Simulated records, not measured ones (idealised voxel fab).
The document below concerns the process module designated voxel transistor to metal.
Section cut is 150 nm wide and gridded with 5 nm square cells.
Throughout this document, each cross-section is represented as a grid of square cells and is presented as a sequence of bands enumerated from the top downward, where a band comprises one or more rows of cells. For a band, the entry starts with two heights in nm, that of the top and then that of the bottom, and carries on with the band's materials in order from left to right, each alongside its width in nm; the word "throughout" beside a single material means it fills the band edge to edge, and "empty" means empty space. Zero point of the height axis is 0; under it, received wafer = one material. Lowest band: continues down indefinitely, "0 nm and below". The notation "30 to 40" denotes a width that varies across the rows of cells in the band, beginning at the first number in the top row, finishing at the second number in the bottom row, and changing by an identical amount from each row to the next. Where the words "remains unaltered" appear for a step, the cross-section shows no cell changed by that step; every cell remained as before. In "Voids lacking openings" the enclosed voids are listed, meaning empty spaces of 8 cells or larger without any opening to the top. The form is width x height at distance, distance from the left edge, units nm. Past the settings on a step's line: simulator remark, on that step. Regarding "overlay nm": on a step with a mask, it is the distance the mask lay to the right of its planned place; a negative value places it to the left.
-- The process steps that were planned are listed below
1: op RECEIVE | material Si
2: op OXIDIZE | depth nm 5
3: op CONFORMAL_DEP | material SiN | thk nm 15
4: op DIRECTIONAL_DEP | material aC | thk nm 15
5: op PATTERN | tone cover | mask id ACTIVE | material resist | width nm 110 | thk nm 30 | overlay nm 0
6: op DIRECTIONAL_ETCH | etch materials aC | depth nm 15
7: op STRIP | etch materials resist
8: op DIRECTIONAL_ETCH | etch materials SiN | depth nm 15
9: op DIRECTIONAL_ETCH | etch materials SiO2 | depth nm 5
10: op DIRECTIONAL_ETCH | etch materials Si | depth nm 20
11: op STRIP | etch materials aC
12: op OXIDIZE | depth nm 5
13: op FILL_DEP | material SiO2 | thk nm 10
14: op CMP | height nm 15
15: op SELECTIVE_ETCH | etch materials SiO2 | depth nm 5
16: op STRIP | etch materials SiN
17: op SELECTIVE_ETCH | etch materials SiO2 | depth nm 5
18: op OXIDIZE | depth nm 5
19: op DIRECTIONAL_DEP | material polySi | thk nm 20
20: op DIRECTIONAL_DEP | material SiCN | thk nm 10
21: op DIRECTIONAL_DEP | material aC | thk nm 15
22: op PATTERN | tone cover | mask id GATE | material resist | width nm 30 | thk nm 35 | overlay nm 0
23: op DIRECTIONAL_ETCH | etch materials aC | depth nm 15
24: op STRIP | etch materials resist
25: op DIRECTIONAL_ETCH | etch materials SiCN | depth nm 20
26: op DIRECTIONAL_ETCH | etch materials polySi | depth nm 30
27: op STRIP | etch materials aC
28: op CONFORMAL_DEP | material SiO2 | thk nm 5
29: op DIRECTIONAL_ETCH | etch materials SiO2 | depth nm 5
30: op CONFORMAL_DEP | material SiN | thk nm 5
31: op DIRECTIONAL_ETCH | etch materials SiN | depth nm 5
32: op DIRECTIONAL_ETCH | etch materials SiO2 | depth nm 5
33: op DIRECTIONAL_ETCH | etch materials Si | depth nm 15
34: op EPI | material SiGe | thk nm 15
35: op FILL_DEP | material SiO2 | thk nm 5
36: op CMP | height nm 15
37: op STRIP | etch materials polySi
38: op SELECTIVE_ETCH | etch materials SiO2 | depth nm 5
39: op CONFORMAL_DEP | material HfO2 | thk nm 5
40: op CONFORMAL_DEP | material TiN | thk nm 5
41: op FILL_DEP | material W | thk nm 5
42: op CMP | height nm 10
43: op DIRECTIONAL_DEP | material SiO2 | thk nm 15
44: op PATTERN | tone open | mask id CONTACT | material resist | width nm 15 | pitch nm 85 | thk nm 20 | overlay nm 0
45: op DIRECTIONAL_ETCH | etch materials SiO2 | depth nm 35
46: op STRIP | etch materials resist
47: op CONFORMAL_DEP | material TiN | thk nm 5
48: op FILL_DEP | material W | thk nm 10
49: op CMP | height nm 25
50: op CONFORMAL_DEP | material SiN | thk nm 5
51: op DIRECTIONAL_DEP | material SiO2 | thk nm 25
52: op PATTERN | tone open | mask id METAL_1 | material resist | width nm 15 | pitch nm 85 | thk nm 15 | overlay nm 0
53: op DIRECTIONAL_ETCH | etch materials SiO2 | depth nm 25
54: op DIRECTIONAL_ETCH | etch materials SiN | depth nm 5
55: op STRIP | etch materials resist
56: op CONFORMAL_DEP | material TiN | thk nm 5
57: op FILL_DEP | material Cu | thk nm 10
58: op CMP | height nm 55
59: op EPI | material Ru | thk nm 5
60: op FILL_DEP | material SiCN | thk nm 5
61: op DIRECTIONAL_DEP | material lowk | thk nm 35
62: op DIRECTIONAL_DEP | material aC | thk nm 10
63: op PATTERN | tone open | mask id METAL_2 | material resist | width nm 15 | pitch nm 85 | thk nm 25 | overlay nm 0
64: op DIRECTIONAL_ETCH | etch materials aC | depth nm 10
65: op STRIP | etch materials resist
66: op DIRECTIONAL_ETCH | etch materials lowk | depth nm 20
67: op STRIP | etch materials aC
68: op DIRECTIONAL_DEP | material aC | thk nm 15
69: op PATTERN | tone open | mask id METAL_2_HOLES | material resist | width nm 15 | pitch nm 85 | thk nm 35 | overlay nm 0
70: op DIRECTIONAL_ETCH | etch materials aC | depth nm 15
71: op STRIP | etch materials resist
72: op DIRECTIONAL_ETCH | etch materials lowk | depth nm 15
73: op DIRECTIONAL_ETCH | etch materials SiCN | depth nm 5
74: op STRIP | etch materials aC
75: op CONFORMAL_DEP | material TiN | thk nm 5
76: op FILL_DEP | material Cu | thk nm 5
77: op CMP | height nm 100
78: op CONFORMAL_DEP | material SiCN | thk nm 5
-- Cross-section of the wafer at receipt, which is the condition after step 1
> 0 nm and below | Si throughout
> Voids lacking openings: none
-- Run as planned - first of the two wafers cross-sectioned at the end of the module
> 105 nm to 100 nm | SiCN throughout
> 100 nm to 65 nm | 25 nm lowk; 5 nm TiN; 5 nm Cu; 5 nm TiN; 70 nm lowk; 5 nm TiN; 5 nm Cu; 5 nm TiN; 25 nm lowk
> 65 nm to 60 nm | 25 nm SiCN; 15 nm TiN; 70 nm SiCN; 15 nm TiN; 25 nm SiCN
> 60 nm to 55 nm | 20 nm SiCN; 25 nm Ru; 60 nm SiCN; 25 nm Ru; 20 nm SiCN
> 55 nm to 30 nm | 25 nm SiO2; 5 nm TiN; 5 nm Cu; 5 nm TiN; 70 nm SiO2; 5 nm TiN; 5 nm Cu; 5 nm TiN; 25 nm SiO2
> 30 nm to 25 nm | 25 nm SiN; 15 nm TiN; 70 nm SiN; 15 nm TiN; 25 nm SiN
> 25 nm to 10 nm | 25 nm SiO2; 5 nm TiN; 5 nm W; 5 nm TiN; 70 nm SiO2; 5 nm TiN; 5 nm W; 5 nm TiN; 25 nm SiO2
> 10 nm to 5 nm | 25 nm SiO2; 15 nm TiN; 10 nm SiO2; 5 nm SiN; 5 nm HfO2; 5 nm TiN; 20 nm W; 5 nm TiN; 5 nm HfO2; 5 nm SiN; 10 nm SiO2; 15 nm TiN; 25 nm SiO2
> 5 nm to 0 nm | 20 nm SiO2; 5 nm SiN; 10 nm TiN; 15 nm SiGe; 5 nm SiN; 5 nm HfO2; 5 nm TiN; 20 nm W; 5 nm TiN; 5 nm HfO2; 5 nm SiN; 15 nm SiGe; 10 nm TiN; 5 nm SiN; 20 nm SiO2
> 0 nm to -5 nm | 20 nm SiO2; 5 nm SiN; 10 nm TiN; 15 nm SiGe; 5 nm SiN; 5 nm HfO2; 30 nm TiN; 5 nm HfO2; 5 nm SiN; 15 nm SiGe; 10 nm TiN; 5 nm SiN; 20 nm SiO2
> -5 nm to -10 nm | 25 nm SiO2; 10 nm TiN; 15 nm SiGe; 5 nm SiO2; 40 nm HfO2; 5 nm SiO2; 15 nm SiGe; 10 nm TiN; 25 nm SiO2
> -10 nm to -25 nm | 25 nm SiO2; 25 nm SiGe; 50 nm Si; 25 nm SiGe; 25 nm SiO2
> -25 nm to -30 nm | 25 nm SiO2; 100 nm Si; 25 nm SiO2
> -30 nm and below | Si throughout
> Voids lacking openings: none
-- Presented here is a cross-section of the second of the two wafers as it stood at the end of the module. It was started in the same manner and assigned the same plan as the first wafer; however, one mistake was made in its execution
> 105 nm to 100 nm | SiCN throughout
> 100 nm to 65 nm | 25 nm lowk; 5 nm TiN; 5 nm Cu; 5 nm TiN; 70 nm lowk; 5 nm TiN; 5 nm Cu; 5 nm TiN; 25 nm lowk
> 65 nm to 60 nm | 25 nm SiCN; 15 nm TiN; 70 nm SiCN; 15 nm TiN; 25 nm SiCN
> 60 nm to 55 nm | 20 nm SiCN; 25 nm Ru; 60 nm SiCN; 25 nm Ru; 20 nm SiCN
> 55 nm to 30 nm | 25 nm SiO2; 5 nm TiN; 5 nm Cu; 5 nm TiN; 70 nm SiO2; 5 nm TiN; 5 nm Cu; 5 nm TiN; 25 nm SiO2
> 30 nm to 25 nm | 25 nm SiN; 15 nm TiN; 70 nm SiN; 15 nm TiN; 25 nm SiN
> 25 nm to 10 nm | TiN throughout
> 10 nm to 5 nm | 50 nm SiO2; 5 nm SiN; 5 nm HfO2; 5 nm TiN; 20 nm W; 5 nm TiN; 5 nm HfO2; 5 nm SiN; 50 nm SiO2
> 5 nm to 0 nm | 20 nm SiO2; 5 nm SiN; 10 nm SiO2; 15 nm SiGe; 5 nm SiN; 5 nm HfO2; 5 nm TiN; 20 nm W; 5 nm TiN; 5 nm HfO2; 5 nm SiN; 15 nm SiGe; 10 nm SiO2; 5 nm SiN; 20 nm SiO2
> 0 nm to -5 nm | 20 nm SiO2; 5 nm SiN; 10 nm SiO2; 15 nm SiGe; 5 nm SiN; 5 nm HfO2; 30 nm TiN; 5 nm HfO2; 5 nm SiN; 15 nm SiGe; 10 nm SiO2; 5 nm SiN; 20 nm SiO2
> -5 nm to -10 nm | 35 nm SiO2; 15 nm SiGe; 5 nm SiO2; 40 nm HfO2; 5 nm SiO2; 15 nm SiGe; 35 nm SiO2
> -10 nm to -25 nm | 25 nm SiO2; 25 nm SiGe; 50 nm Si; 25 nm SiGe; 25 nm SiO2
> -25 nm to -30 nm | 25 nm SiO2; 100 nm Si; 25 nm SiO2
> -30 nm and below | Si throughout
> Voids lacking openings: none
What was done differently from what was planned? step 43 changed vs plan, executed as op DIRECTIONAL_DEP | material TiN | thk nm 15
At the finish, the second wafer shows more or fewer cells for some materials than the first does: SiO2: 54 fewer | TiN: 60 more | W: 6 fewer
